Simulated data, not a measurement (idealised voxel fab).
Process module name: voxel gate over fins
Cross-section cut: width 190 nm, square cells of 5 nm.
Reading order for cross-sections: top band down to bottom band. Underlying form: a grid of square cells. Band size: one or more rows of cells.
Look at the band entry: it leads with the top's height and the bottom's height in nm. Then it lists the materials left to right, with a width in nm for each. The word "all across" on a single material says that material fills the band edge to edge. The word "empty" is empty space.
A quick word on heights: they are counted from 0, and under that level the wafer as it came to us is one material throughout. The lowest band is different from the rest in having no bottom; it simply continues downward, written as in "0 nm and below".
It should be noted that a width expressed as "30..40" varies in equal increments from row to row of cells within the band, taking the value of the first number at the top row and that of the second number at the bottom row.
Where a step carries "stayed the same", the cross-section came out of it unchanged, cell for cell.
"Internal closed voids" contains a list of empty spaces, each no smaller than 8 cells and without an open way to the top, written in the form width x height at distance with the distance from the left edge and all three in nm.
Read whatever lies past the settings on a step's line as the simulator's own remark about the step.
Regarding "overlay nm": on a step with a mask, it is the distance the mask lay to the right of its planned place; a negative value places it to the left.
PLANNED STEP LIST FOR THE PROCESS
- 1: RECEIVE [material Si]
- 2: CONFORMAL_DEP [material SiN] [thk nm 5]
- 3: DIRECTIONAL_DEP [material aC] [thk nm 15]
- 4: PATTERN [tone cover] [mask id FINS] [material resist] [width nm 15] [pitch nm 40] [thk nm 30] [overlay nm 0]
- 5: DIRECTIONAL_ETCH [etch materials aC] [depth nm 15]
- 6: STRIP [etch materials resist]
- 7: DIRECTIONAL_ETCH [etch materials SiN] [depth nm 5]
- 8: DIRECTIONAL_ETCH [etch materials Si] [depth nm 35]
- 9: STRIP [etch materials aC]
- 10: FILL_DEP [material SiO2] [thk nm 15]
- 11: CMP [height nm 5]
- 12: SELECTIVE_ETCH [etch materials SiO2] [depth nm 15]
- 13: STRIP [etch materials SiN]
- 14: CONFORMAL_DEP [material HfO2] [thk nm 5]
- 15: CONFORMAL_DEP [material TiN] [thk nm 5]
- 16: FILL_DEP [material W] [thk nm 15]
- 17: CMP [height nm 20]
- 18: CONFORMAL_DEP [material SiN] [thk nm 10]
OF TWO WAFERS, THE FIRST: RUN ACCORDING TO PLAN
STEP 1 COMPLETE: CROSS-SECTION OF THE WAFER AS RECEIVED
	0 nm and below = Si all across
	Internal closed voids: none
CROSS-SECTION: WAFER STATE AFTER STEP 2
	5 nm to 0 nm = SiN all across
	Heights below 0 show no change.
CROSS-SECTION: WAFER STATE AFTER STEP 3
	20 nm to 5 nm = aC all across
	Heights below 5 show no change.
CROSS-SECTION: WAFER STATE AFTER STEP 4
	50 nm to 20 nm = 65 nm empty, 15 nm resist, 25 nm empty, 15 nm resist, 70 nm empty
	Heights below 20 show no change.
CROSS-SECTION: WAFER STATE AFTER STEP 5
	35 nm to 20 nm = 65 nm empty, 15 nm resist, 25 nm empty, 15 nm resist, 70 nm empty
	20 nm to 5 nm = 65 nm empty, 15 nm aC, 25 nm empty, 15 nm aC, 70 nm empty
	Heights below 5 show no change.
CROSS-SECTION: WAFER STATE AFTER STEP 6
	20 nm to 5 nm = 65 nm empty, 15 nm aC, 25 nm empty, 15 nm aC, 70 nm empty
	Heights below 5 show no change.
CROSS-SECTION: WAFER STATE AFTER STEP 7
	20 nm to 5 nm = 65 nm empty, 15 nm aC, 25 nm empty, 15 nm aC, 70 nm empty
	5 nm to 0 nm = 65 nm empty, 15 nm SiN, 25 nm empty, 15 nm SiN, 70 nm empty
	Heights below 0 show no change.
CROSS-SECTION: WAFER STATE AFTER STEP 8
	20 nm to 5 nm = 65 nm empty, 15 nm aC, 25 nm empty, 15 nm aC, 70 nm empty
	5 nm to 0 nm = 65 nm empty, 15 nm SiN, 25 nm empty, 15 nm SiN, 70 nm empty
	0 nm to -35 nm = 65 nm empty, 15 nm Si, 25 nm empty, 15 nm Si, 70 nm empty
	Heights below -35 show no change.
CROSS-SECTION: WAFER STATE AFTER STEP 9
	5 nm to 0 nm = 65 nm empty, 15 nm SiN, 25 nm empty, 15 nm SiN, 70 nm empty
	Heights below 0 show no change.
CROSS-SECTION: WAFER STATE AFTER STEP 10
	20 nm to 5 nm = SiO2 all across
	5 nm to 0 nm = 65 nm SiO2, 15 nm SiN, 25 nm SiO2, 15 nm SiN, 70 nm SiO2
	0 nm to -35 nm = 65 nm SiO2, 15 nm Si, 25 nm SiO2, 15 nm Si, 70 nm SiO2
	Heights below -35 show no change.
CROSS-SECTION: WAFER STATE AFTER STEP 11
	5 nm to 0 nm = 65 nm SiO2, 15 nm SiN, 25 nm SiO2, 15 nm SiN, 70 nm SiO2
	Heights below 0 show no change.
CROSS-SECTION: WAFER STATE AFTER STEP 12
	5 nm to 0 nm = 65 nm empty, 15 nm SiN, 25 nm empty, 15 nm SiN, 70 nm empty
	0 nm to -10 nm = 65 nm empty, 15 nm Si, 25 nm empty, 15 nm Si, 70 nm empty
	Heights below -10 show no change.
CROSS-SECTION: WAFER STATE AFTER STEP 13
	0 nm to -10 nm = 65 nm empty, 15 nm Si, 25 nm empty, 15 nm Si, 70 nm empty
	Heights below -10 show no change.
CROSS-SECTION: WAFER STATE AFTER STEP 14
	5 nm to 0 nm = 60 nm empty, 25 nm HfO2, 15 nm empty, 25 nm HfO2, 65 nm empty
	0 nm to -5 nm = 60 nm empty, 5 nm HfO2, 15 nm Si, 5 nm HfO2, 15 nm empty, 5 nm HfO2, 15 nm Si, 5 nm HfO2, 65 nm empty
	-5 nm to -10 nm = 65 nm HfO2, 15 nm Si, 25 nm HfO2, 15 nm Si, 70 nm HfO2
	Heights below -10 show no change.
CROSS-SECTION: WAFER STATE AFTER STEP 15
	10 nm to 5 nm = 55 nm empty, 35 nm TiN, 5 nm empty, 35 nm TiN, 60 nm empty
	5 nm to 0 nm = 55 nm empty, 5 nm TiN, 25 nm HfO2, 5 nm TiN, 5 nm empty, 5 nm TiN, 25 nm HfO2, 5 nm TiN, 60 nm empty
	0 nm to -5 nm = 60 nm TiN, 5 nm HfO2, 15 nm Si, 5 nm HfO2, 15 nm TiN, 5 nm HfO2, 15 nm Si, 5 nm HfO2, 65 nm TiN
	Heights below -5 show no change.
CROSS-SECTION: WAFER STATE AFTER STEP 16
	25 nm to 10 nm = W all across
	10 nm to 5 nm = 55 nm W, 35 nm TiN, 5 nm W, 35 nm TiN, 60 nm W
	5 nm to 0 nm = 55 nm W, 5 nm TiN, 25 nm HfO2, 5 nm TiN, 5 nm W, 5 nm TiN, 25 nm HfO2, 5 nm TiN, 60 nm W
	Heights below 0 show no change.
CROSS-SECTION: WAFER STATE AFTER STEP 17
	20 nm to 10 nm = W all across
	Heights below 10 show no change.
CROSS-SECTION: WAFER STATE AFTER STEP 18
	30 nm to 20 nm = SiN all across
	Heights below 20 show no change.
SECOND WAFER: SAME START AND SAME PLAN AS THE FIRST, ONE EXECUTION ERROR; IDENTICAL TO THE FIRST THROUGH STEP 7
CROSS-SECTION OF THE SECOND WAFER AT THE TIME BY WHICH STEP 8 SHOULD HAVE BEEN COMPLETED ACCORDING TO THE PLAN
	20 nm to 5 nm = 65 nm empty, 15 nm aC, 25 nm empty, 15 nm aC, 70 nm empty
	5 nm to 0 nm = 65 nm empty, 15 nm SiN, 25 nm empty, 15 nm SiN, 70 nm empty
	0 nm to -45 nm = 65 nm empty, 15 nm Si, 25 nm empty, 15 nm Si, 70 nm empty
	Heights below -45 show no change.
CROSS-SECTION OF THE SECOND WAFER AT THE TIME BY WHICH STEP 9 SHOULD HAVE BEEN COMPLETED ACCORDING TO THE PLAN
	5 nm to 0 nm = 65 nm empty, 15 nm SiN, 25 nm empty, 15 nm SiN, 70 nm empty
	Heights below 0 show no change.
CROSS-SECTION OF THE SECOND WAFER AT THE TIME BY WHICH STEP 10 SHOULD HAVE BEEN COMPLETED ACCORDING TO THE PLAN
	20 nm to 5 nm = SiO2 all across
	5 nm to 0 nm = 65 nm SiO2, 15 nm SiN, 25 nm SiO2, 15 nm SiN, 70 nm SiO2
	0 nm to -45 nm = 65 nm SiO2, 15 nm Si, 25 nm SiO2, 15 nm Si, 70 nm SiO2
	Heights below -45 show no change.
CROSS-SECTION OF THE SECOND WAFER AT THE TIME BY WHICH STEP 11 SHOULD HAVE BEEN COMPLETED ACCORDING TO THE PLAN
	5 nm to 0 nm = 65 nm SiO2, 15 nm SiN, 25 nm SiO2, 15 nm SiN, 70 nm SiO2
	Heights below 0 show no change.
CROSS-SECTION OF THE SECOND WAFER AT THE TIME BY WHICH STEP 12 SHOULD HAVE BEEN COMPLETED ACCORDING TO THE PLAN
	5 nm to 0 nm = 65 nm empty, 15 nm SiN, 25 nm empty, 15 nm SiN, 70 nm empty
	0 nm to -10 nm = 65 nm empty, 15 nm Si, 25 nm empty, 15 nm Si, 70 nm empty
	Heights below -10 show no change.
CROSS-SECTION OF THE SECOND WAFER AT THE TIME BY WHICH STEP 13 SHOULD HAVE BEEN COMPLETED ACCORDING TO THE PLAN
	0 nm to -10 nm = 65 nm empty, 15 nm Si, 25 nm empty, 15 nm Si, 70 nm empty
	Heights below -10 show no change.
CROSS-SECTION OF THE SECOND WAFER AT THE TIME BY WHICH STEP 14 SHOULD HAVE BEEN COMPLETED ACCORDING TO THE PLAN
	5 nm to 0 nm = 60 nm empty, 25 nm HfO2, 15 nm empty, 25 nm HfO2, 65 nm empty
	0 nm to -5 nm = 60 nm empty, 5 nm HfO2, 15 nm Si, 5 nm HfO2, 15 nm empty, 5 nm HfO2, 15 nm Si, 5 nm HfO2, 65 nm empty
	-5 nm to -10 nm = 65 nm HfO2, 15 nm Si, 25 nm HfO2, 15 nm Si, 70 nm HfO2
	Heights below -10 show no change.
CROSS-SECTION OF THE SECOND WAFER AT THE TIME BY WHICH STEP 15 SHOULD HAVE BEEN COMPLETED ACCORDING TO THE PLAN
	10 nm to 5 nm = 55 nm empty, 35 nm TiN, 5 nm empty, 35 nm TiN, 60 nm empty
	5 nm to 0 nm = 55 nm empty, 5 nm TiN, 25 nm HfO2, 5 nm TiN, 5 nm empty, 5 nm TiN, 25 nm HfO2, 5 nm TiN, 60 nm empty
	0 nm to -5 nm = 60 nm TiN, 5 nm HfO2, 15 nm Si, 5 nm HfO2, 15 nm TiN, 5 nm HfO2, 15 nm Si, 5 nm HfO2, 65 nm TiN
	Heights below -5 show no change.
CROSS-SECTION OF THE SECOND WAFER AT THE TIME BY WHICH STEP 16 SHOULD HAVE BEEN COMPLETED ACCORDING TO THE PLAN
	25 nm to 10 nm = W all across
	10 nm to 5 nm = 55 nm W, 35 nm TiN, 5 nm W, 35 nm TiN, 60 nm W
	5 nm to 0 nm = 55 nm W, 5 nm TiN, 25 nm HfO2, 5 nm TiN, 5 nm W, 5 nm TiN, 25 nm HfO2, 5 nm TiN, 60 nm W
	Heights below 0 show no change.
CROSS-SECTION OF THE SECOND WAFER AT THE TIME BY WHICH STEP 17 SHOULD HAVE BEEN COMPLETED ACCORDING TO THE PLAN
	20 nm to 10 nm = W all across
	Heights below 10 show no change.
CROSS-SECTION OF THE SECOND WAFER AT THE TIME BY WHICH STEP 18 SHOULD HAVE BEEN COMPLETED ACCORDING TO THE PLAN
	30 nm to 20 nm = SiN all across
	Heights below 20 show no change.
Which mistake was made when the wafer was run? rather than as planned, step 8 actually ran as DIRECTIONAL_ETCH [etch materials Si] [depth nm 45]
Final tally in cells, some materials are higher or lower on the second wafer than on the first: Si -64 | SiO2 +64
